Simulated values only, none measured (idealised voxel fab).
Process module under the name voxel transistor to metal
Square cell edge 5 nm, section width 185 nm, ID cut.
We lay out every cross-section as a grid of square cells and spell it out in bands from the top down, where one band means one or more rows of cells. What a band's entry tells you: where the top is and where the bottom is, as heights in nm, and after that what lies inside, material by material from left to right, each with its width in nm. Empty space is written as the word "empty", and a single material marked with the word "throughout" occupies the band from edge to edge. A quick word on heights: they are counted from 0, and under that level the wafer as it came to us is one material throughout. The lowest band is different from the rest in having no bottom; it simply continues downward, written as in "0..down". The width entry "30->40" should be interpreted row by row: the top row of cells in the band takes the first number, the bottom row takes the second number, and the change between adjacent rows is uniform throughout. Step note "nothing was modified" = no cross-section cell changed. "Fully enclosed voids": sealed empty spaces, 8 cells or more, no open way to top, listed width x height at distance, with distance from the left edge and width, height and distance in nm. On a step's line, text after the settings is the simulator commenting on that step. overlay nm: mask offset rightward from planned place, masked step; negative means leftward offset.

Here's what the planned process steps look like
1 RECEIVE | material Si
2 OXIDIZE | depth nm 5
3 CONFORMAL_DEP | material SiN | thk nm 10
4 DIRECTIONAL_DEP | material aC | thk nm 10
5 PATTERN | tone cover | mask id ACTIVE | material resist | width nm 105 | thk nm 25 | overlay nm 0
6 DIRECTIONAL_ETCH | etch materials aC | depth nm 10
7 STRIP | etch materials resist
8 DIRECTIONAL_ETCH | etch materials SiN | depth nm 10
9 DIRECTIONAL_ETCH | etch materials SiO2 | depth nm 5
10 DIRECTIONAL_ETCH | etch materials Si | depth nm 35
11 STRIP | etch materials aC
12 OXIDIZE | depth nm 5
13 FILL_DEP | material SiO2 | thk nm 5
14 CMP | height nm 10
15 SELECTIVE_ETCH | etch materials SiO2 | depth nm 5
16 STRIP | etch materials SiN
17 SELECTIVE_ETCH | etch materials SiO2 | depth nm 5
18 OXIDIZE | depth nm 5
19 DIRECTIONAL_DEP | material polySi | thk nm 30
20 DIRECTIONAL_DEP | material SiCN | thk nm 10
21 PATTERN | tone cover | mask id GATE | material resist | width nm 25 | thk nm 20 | overlay nm 0
22 DIRECTIONAL_ETCH | etch materials SiCN | depth nm 20
23 DIRECTIONAL_ETCH | etch materials polySi | depth nm 40
24 STRIP | etch materials resist
25 CONFORMAL_DEP | material SiO2 | thk nm 5
26 DIRECTIONAL_ETCH | etch materials SiO2 | depth nm 5
27 CONFORMAL_DEP | material SiN | thk nm 5
28 DIRECTIONAL_ETCH | etch materials SiN | depth nm 5
29 DIRECTIONAL_ETCH | etch materials SiO2 | depth nm 5
30 DIRECTIONAL_ETCH | etch materials Si | depth nm 10
31 EPI | material nSi | thk nm 10
32 FILL_DEP | material SiO2 | thk nm 10
33 CMP | height nm 35
34 DIRECTIONAL_DEP | material SiO2 | thk nm 15
35 PATTERN | tone open | mask id CONTACT | material resist | width nm 20 | pitch nm 75 | thk nm 15 | overlay nm 0
36 DIRECTIONAL_ETCH | etch materials SiO2 | depth nm 60
37 STRIP | etch materials resist
38 CONFORMAL_DEP | material TiN | thk nm 5
39 FILL_DEP | material Ru | thk nm 5
40 CMP | height nm 50
41 DIRECTIONAL_DEP | material TiN | thk nm 5
42 DIRECTIONAL_DEP | material W | thk nm 15
43 DIRECTIONAL_DEP | material aC | thk nm 15
44 PATTERN | tone cover | mask id METAL_1 | material resist | width nm 20 | pitch nm 75 | thk nm 35 | overlay nm 0
45 DIRECTIONAL_ETCH | etch materials aC | depth nm 15
46 STRIP | etch materials resist
47 DIRECTIONAL_ETCH | etch materials W | depth nm 15
48 DIRECTIONAL_ETCH | etch materials TiN | depth nm 5
49 STRIP | etch materials aC
50 CONFORMAL_DEP | material SiN | thk nm 5
51 FILL_DEP | material lowk | thk nm 10
52 CMP | height nm 70
53 CONFORMAL_DEP | material SiCN | thk nm 5
54 DIRECTIONAL_DEP | material SiO2 | thk nm 35
55 MASKED_ETCH | tone open | mask id METAL_2 | width nm 15 | pitch nm 75 | etch materials SiO2 | depth nm 20 | overlay nm 0
56 MASKED_ETCH | tone open | mask id METAL_2_HOLES | width nm 15 | pitch nm 75 | etch materials SiO2 | depth nm 15 | overlay nm 0
57 MASKED_ETCH | tone open | mask id METAL_2_HOLES | width nm 15 | pitch nm 75 | etch materials SiCN | depth nm 5 | overlay nm 0
58 CONFORMAL_DEP | material TiN | thk nm 5
59 FILL_DEP | material Ru | thk nm 5
60 CMP | height nm 110
61 CONFORMAL_DEP | material SiN | thk nm 5
Among the wafers covered here, the point of difference is the width nm at step 55; their starting state is shared, and the plan presents the value of the first wafer.

first wafer as received, after step 1
	0..down  Si throughout
	Fully enclosed voids: none

Note: the following table is arranged by wafer, a row apiece. Each row reports the end-of-module state: per material, cells gained (+) or cells lost (-) compared with the wafer as received; closed voids follow
width nm 15 | +50 Ru | -220 Si | +43 SiCN | +96 SiN | +629 SiO2 | +96 TiN | +24 W | +75 lowk | +28 nSi | +30 polySi | Fully enclosed voids: none
width nm 20 | +60 Ru | -220 Si | +41 SiCN | +96 SiN | +621 SiO2 | +96 TiN | +24 W | +75 lowk | +28 nSi | +30 polySi | Fully enclosed voids: none
width nm 25 | +66 Ru | -220 Si | +41 SiCN | +96 SiN | +613 SiO2 | +98 TiN | +24 W | +75 lowk | +28 nSi | +30 polySi | Fully enclosed voids: none
width nm 30 | +72 Ru | -220 Si | +41 SiCN | +96 SiN | +605 SiO2 | +100 TiN | +24 W | +75 lowk | +28 nSi | +30 polySi | Fully enclosed voids: none
width nm 35 | +78 Ru | -220 Si | +41 SiCN | +96 SiN | +597 SiO2 | +102 TiN | +24 W | +75 lowk | +28 nSi | +30 polySi | Fully enclosed voids: none
